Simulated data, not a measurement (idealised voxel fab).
Presented below is a process module, voxel wiring stack.
The width of the displayed cross-section, cut, is 210 nm; its cells are square, with a size of 5 nm.
Cross-section format: a grid of square cells, given as bands from top to bottom; each band is one or more rows of cells. Band entry format. Leading values: height of top, height of bottom, nm. Remainder: materials in left-to-right order, each with its width in nm. Special words: "throughout" on a single material, which then fills the band edge to edge; "blank", empty space. Heights are expressed relative to 0, this being the level below which the as-received wafer comprises one material exclusively. The lowest band is unbounded in the downward direction and is denoted as in "top 0, no bottom". Per-row width for "30->40": begins at first number (top row of band), ends at second number (bottom row), increment between rows held constant. Key: "remains unaltered" - step with no changed cell in the cross-section. So "Fully sealed voids" is basically the list of trapped voids: any empty space of 8 cells or more that can't reach the top through an opening. They're written width x height at distance, the distance being from the left edge, and it's all nm. Read whatever lies past the settings on a step's line as the simulator's own remark about the step. For masked steps, "overlay nm" on the step line gives how far right of plan the mask actually lay; a minus sign means it lay to the left.
These are the steps we planned for the process:
| 1 | RECEIVE, material Si |
| 2 | CONFORMAL_DEP, material SiO2, thk nm 15 |
| 3 | DIRECTIONAL_DEP, material TiN, thk nm 5 |
| 4 | DIRECTIONAL_DEP, material W, thk nm 20 |
| 5 | MASKED_ETCH, tone cover, mask id METAL_1, width nm 20, pitch nm 35, etch materials W, depth nm 20, overlay nm 0 |
| 6 | MASKED_ETCH, tone cover, mask id METAL_1, width nm 20, pitch nm 35, etch materials TiN, depth nm 5, overlay nm 0 |
| 7 | CONFORMAL_DEP, material SiN, thk nm 5 |
| 8 | FILL_DEP, material SiO2, thk nm 5 |
| 9 | CMP, height nm 40 |
| 10 | CONFORMAL_DEP, material SiCN, thk nm 5 |
| 11 | DIRECTIONAL_DEP, material SiO2, thk nm 35 |
| 12 | MASKED_ETCH, tone open, mask id METAL_2, width nm 20, pitch nm 35, etch materials SiO2, depth nm 20, overlay nm 0 |
| 13 | MASKED_ETCH, tone open, mask id METAL_2_HOLES, width nm 15, etch materials SiO2, depth nm 15, overlay nm 0 |
| 14 | MASKED_ETCH, tone open, mask id METAL_2_HOLES, width nm 15, etch materials SiCN, depth nm 5, overlay nm 0 |
| 15 | CONFORMAL_DEP, material TiN, thk nm 5 |
| 16 | FILL_DEP, material Cu, thk nm 5 |
| 17 | CMP, height nm 80 |
| 18 | CONFORMAL_DEP, material SiCN, thk nm 5 |
| 19 | DIRECTIONAL_DEP, material SiO2, thk nm 10 |
| 20 | MASKED_ETCH, tone open, mask id PLUG_2, width nm 15, pitch nm 35, etch materials SiO2, depth nm 10, overlay nm 0 |
| 21 | MASKED_ETCH, tone open, mask id PLUG_2, width nm 15, pitch nm 35, etch materials SiCN, depth nm 5, overlay nm 0 |
| 22 | EPI, material Ru, thk nm 10 |
| 23 | EPI, material Ru, thk nm 5 |
| 24 | CONFORMAL_DEP, material SiN, thk nm 5 |
| 25 | DIRECTIONAL_DEP, material SiO2, thk nm 15 |
| 26 | PATTERN, tone open, mask id METAL_3, material resist, width nm 20, pitch nm 35, thk nm 20, overlay nm 0 |
| 27 | DIRECTIONAL_ETCH, etch materials SiO2, depth nm 15 |
| 28 | DIRECTIONAL_ETCH, etch materials SiN, depth nm 5 |
| 29 | STRIP, etch materials resist |
| 30 | CONFORMAL_DEP, material TiN, thk nm 5 |
| 31 | FILL_DEP, material W, thk nm 10 |
| 32 | CMP, height nm 115 |
| 33 | CONFORMAL_DEP, material SiCN, thk nm 5 |
| 34 | DIRECTIONAL_DEP, material SiO2, thk nm 35 |
| 35 | PATTERN, tone open, mask id METAL_4, material resist, width nm 20, pitch nm 35, thk nm 20, overlay nm 0 |
| 36 | DIRECTIONAL_ETCH, etch materials SiO2, depth nm 20 |
| 37 | STRIP, etch materials resist |
| 38 | DIRECTIONAL_DEP, material aC, thk nm 10 |
| 39 | PATTERN, tone open, mask id METAL_4_HOLES, material resist, width nm 15, pitch nm 35, thk nm 25, overlay nm 0 |
| 40 | DIRECTIONAL_ETCH, etch materials aC, depth nm 10 |
| 41 | STRIP, etch materials resist |
| 42 | DIRECTIONAL_ETCH, etch materials SiO2, depth nm 15 |
| 43 | DIRECTIONAL_ETCH, etch materials SiCN, depth nm 5 |
| 44 | STRIP, etch materials aC |
| 45 | CONFORMAL_DEP, material TiN, thk nm 5 |
| 46 | FILL_DEP, material Cu, thk nm 10 |
| 47 | CMP, height nm 155 |
| 48 | CONFORMAL_DEP, material SiCN, thk nm 5 |
Cross-sectional view of the wafer in its as-received condition, corresponding to the state after step 1:
> top 0, no bottom | Si throughout
> Fully sealed voids: none
Below is the wafer in cross-section after the module was completed. It began from the starting point shown above and followed the plan shown above, except that one mistake was made while running it:
> top 160, bottom 155 | SiCN throughout
> top 155, bottom 140 | SiO2 (75) / TiN (5) / Cu (10) / TiN (5) / SiO2 (15) / TiN (5) / Cu (10) / TiN (5) / SiO2 (80)
> top 140, bottom 135 | SiO2 (75) / TiN (5) / Cu (5) / TiN (10) / SiO2 (15) / TiN (5) / Cu (5) / TiN (10) / SiO2 (80)
> top 135, bottom 120 | SiO2 (75) / TiN (5) / Cu (5) / TiN (5) / SiO2 (20) / TiN (5) / Cu (5) / TiN (5) / SiO2 (85)
> top 120, bottom 115 | SiCN (75) / TiN (15) / SiCN (20) / TiN (15) / SiCN (85)
> top 115, bottom 100 | SiO2 (75) / TiN (5) / W (10) / TiN (5) / SiO2 (15) / TiN (5) / W (10) / TiN (5) / SiO2 (80)
> top 100, bottom 95 | SiN (75) / TiN (20) / SiN (15) / TiN (20) / SiN (80)
> top 95, bottom 90 | SiCN (75) / SiN (5) / TiN (5) / SiN (5) / SiCN (20) / SiN (5) / TiN (5) / SiN (5) / SiCN (85)
> top 90, bottom 80 | SiCN throughout
> top 80, bottom 65 | SiO2 (75) / TiN (5) / Cu (10) / TiN (5) / SiO2 (15) / TiN (5) / Cu (10) / TiN (5) / SiO2 (80)
> top 65, bottom 60 | SiO2 (75) / TiN (5) / Cu (5) / TiN (10) / SiO2 (15) / TiN (20) / SiO2 (80)
> top 60, bottom 45 | SiO2 (75) / TiN (5) / Cu (5) / TiN (5) / SiO2 (120)
> top 45, bottom 40 | SiCN (75) / TiN (15) / SiCN (120)
> top 40, bottom 20 | SiO2 (70) / SiN (5) / W (20) / SiN (5) / SiO2 (5) / SiN (5) / W (20) / SiN (5) / SiO2 (75)
> top 20, bottom 15 | SiN (75) / TiN (20) / SiN (15) / TiN (20) / SiN (80)
> top 15, bottom 0 | SiO2 throughout
> top 0, no bottom | Si throughout
> Fully sealed voids: none
Diagnosis: step 19 did not happen as planned, as run it was DIRECTIONAL_DEP, material SiCN, thk nm 10
